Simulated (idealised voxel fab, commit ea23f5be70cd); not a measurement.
process module | voxel self aligned vias
cross-section cut | 250 nm wide | cells 5 nm
A cross-section is a grid of square cells, given in bands from the top down. A band is one or more rows of cells.
Each band's line starts with the height of the band's top and of its bottom, in nm. Then come its materials from left to right, each with its width in nm. One material with "throughout" fills the band from edge to edge. "air" is empty space.
Height 0 is the level under which the wafer as received is all one material. The lowest band goes on downwards, as in "0 down".
A width such as "30 to 40" changes by the same amount from each row of cells to the next, from the band's top row to its bottom row.
"no change" after a step means that no cell of the cross-section changed.
closed voids: empty space of 8 cells or more with no open way to the top, each as width x height at its distance from the left edge, in nm
after a step's settings: what the simulator itself notes on the step
overlay nm, on a step with a mask: how far to the right of its planned place the mask lay; to the left if negative
plan
1 op RECEIVE | material Si
2 op CONFORMAL_DEP | material SiO2 | thk nm 15
3 op CONFORMAL_DEP | material SiCN | thk nm 5
4 op DIRECTIONAL_DEP | material lowk | thk nm 25
5 op MASKED_ETCH | tone open | mask id LINES | width nm 25 | pitch nm 60 | etch materials lowk | depth nm 25 | overlay nm 0
6 op CONFORMAL_DEP | material TiN | thk nm 5
7 op FILL_DEP | material Ru | thk nm 5
8 op CMP | height nm 45
9 op SELECTIVE_ETCH | etch materials W Ru TiN | depth nm 10
10 op FILL_DEP | material SiN | thk nm 5
11 op CMP | height nm 45
12 op DIRECTIONAL_DEP | material lowk | thk nm 20
13 op PATTERN | tone open | mask id VIAS | material resist | width nm 45 | thk nm 20 | overlay nm 0
14 op DIRECTIONAL_ETCH | etch materials lowk | depth nm 20
15 op DIRECTIONAL_ETCH | etch materials SiN | depth nm 10
16 op STRIP | etch materials resist
17 op CONFORMAL_DEP | material TiN | thk nm 5
18 op FILL_DEP | material Ru | thk nm 5
19 op CMP | height nm 65
20 op CONFORMAL_DEP | material SiCN | thk nm 5
first wafer, as planned
as received, after step 1
  0 down: Si throughout
  closed voids: none
after step 2
  15 to 0: SiO2 throughout
  below 0: unchanged
after step 3
  20 to 15: SiCN throughout
  below 15: unchanged
after step 4
  45 to 20: lowk throughout
  below 20: unchanged
after step 5
  45 to 20: lowk 80 | air 25 | lowk 35 | air 25 | lowk 85
  below 20: unchanged
after step 6
  50 to 45: TiN 85 | air 15 | TiN 45 | air 15 | TiN 90
  45 to 25: lowk 80 | TiN 5 | air 15 | TiN 5 | lowk 35 | TiN 5 | air 15 | TiN 5 | lowk 85
  25 to 20: lowk 80 | TiN 25 | lowk 35 | TiN 25 | lowk 85
  below 20: unchanged
after step 7
  55 to 50: Ru throughout
  50 to 45: TiN 85 | Ru 15 | TiN 45 | Ru 15 | TiN 90
  45 to 25: lowk 80 | TiN 5 | Ru 15 | TiN 5 | lowk 35 | TiN 5 | Ru 15 | TiN 5 | lowk 85
  below 25: unchanged
after step 8
  45 to 25: lowk 80 | TiN 5 | Ru 15 | TiN 5 | lowk 35 | TiN 5 | Ru 15 | TiN 5 | lowk 85
  below 25: unchanged
after step 9
  45 to 35: lowk 80 | air 25 | lowk 35 | air 25 | lowk 85
  below 35: unchanged
after step 10
  50 to 45: SiN throughout
  45 to 35: lowk 80 | SiN 25 | lowk 35 | SiN 25 | lowk 85
  below 35: unchanged
after step 11
  45 to 35: lowk 80 | SiN 25 | lowk 35 | SiN 25 | lowk 85
  below 35: unchanged
after step 12
  65 to 45: lowk throughout
  below 45: unchanged
after step 13
  85 to 65: resist 70 | air 45 | resist 135
  below 65: unchanged
after step 14
  85 to 65: resist 70 | air 45 | resist 135
  65 to 45: lowk 70 | air 45 | lowk 135
  below 45: unchanged
after step 15
  85 to 65: resist 70 | air 45 | resist 135
  65 to 45: lowk 70 | air 45 | lowk 135
  45 to 35: lowk 80 | air 25 | lowk 35 | SiN 25 | lowk 85
  below 35: unchanged
after step 16
  65 to 45: lowk 70 | air 45 | lowk 135
  below 45: unchanged
after step 17
  70 to 65: TiN 75 | air 35 | TiN 140
  65 to 50: lowk 70 | TiN 5 | air 35 | TiN 5 | lowk 135
  50 to 45: lowk 70 | TiN 15 | air 15 | TiN 15 | lowk 135
  45 to 40: lowk 80 | TiN 5 | air 15 | TiN 5 | lowk 35 | SiN 25 | lowk 85
  40 to 35: lowk 80 | TiN 25 | lowk 35 | SiN 25 | lowk 85
  below 35: unchanged
after step 18
  75 to 70: Ru throughout
  70 to 65: TiN 75 | Ru 35 | TiN 140
  65 to 50: lowk 70 | TiN 5 | Ru 35 | TiN 5 | lowk 135
  50 to 45: lowk 70 | TiN 15 | Ru 15 | TiN 15 | lowk 135
  45 to 40: lowk 80 | TiN 5 | Ru 15 | TiN 5 | lowk 35 | SiN 25 | lowk 85
  below 40: unchanged
after step 19
  65 to 50: lowk 70 | TiN 5 | Ru 35 | TiN 5 | lowk 135
  below 50: unchanged
after step 20
  70 to 65: SiCN throughout
  below 65: unchanged
second wafer: like start, like plan, one mistake. Through step 13 it matches the first wafer
when step 14 should have ended
  85 to 65: resist 70 | air 45 | resist 135
  65 to 45: lowk 70 | air 45 | lowk 135
  45 to 35: lowk 70 | air 10 | SiN 25 | air 10 | lowk 25 | SiN 25 | lowk 85
  35 to 25: lowk 70 | air 10 | TiN 5 | Ru 15 | TiN 5 | air 10 | lowk 25 | TiN 5 | Ru 15 | TiN 5 | lowk 85
  below 25: unchanged
when step 15 should have ended
  85 to 65: resist 70 | air 45 | resist 135
  65 to 45: lowk 70 | air 45 | lowk 135
  45 to 35: lowk 70 | air 45 | lowk 25 | SiN 25 | lowk 85
  below 35: unchanged
when step 16 should have ended
  65 to 45: lowk 70 | air 45 | lowk 135
  below 45: unchanged
when step 17 should have ended
  70 to 65: TiN 75 | air 35 | TiN 140
  65 to 45: lowk 70 | TiN 5 | air 35 | TiN 5 | lowk 135
  45 to 40: lowk 70 | TiN 5 | air 35 | TiN 5 | lowk 25 | SiN 25 | lowk 85
  40 to 35: lowk 70 | TiN 45 | lowk 25 | SiN 25 | lowk 85
  35 to 25: lowk 70 | TiN 15 | Ru 15 | TiN 15 | lowk 25 | TiN 5 | Ru 15 | TiN 5 | lowk 85
  below 25: unchanged
when step 18 should have ended
  75 to 70: Ru throughout
  70 to 65: TiN 75 | Ru 35 | TiN 140
  65 to 45: lowk 70 | TiN 5 | Ru 35 | TiN 5 | lowk 135
  45 to 40: lowk 70 | TiN 5 | Ru 35 | TiN 5 | lowk 25 | SiN 25 | lowk 85
  below 40: unchanged
when step 19 should have ended
  65 to 45: lowk 70 | TiN 5 | Ru 35 | TiN 5 | lowk 135
  below 45: unchanged
when step 20 should have ended
  70 to 65: SiCN throughout
  below 65: unchanged
what went wrong: step 14 was run twice
at the end the second wafer has, in cells: 8 more of Ru | 8 more of TiN | 16 fewer of lowk
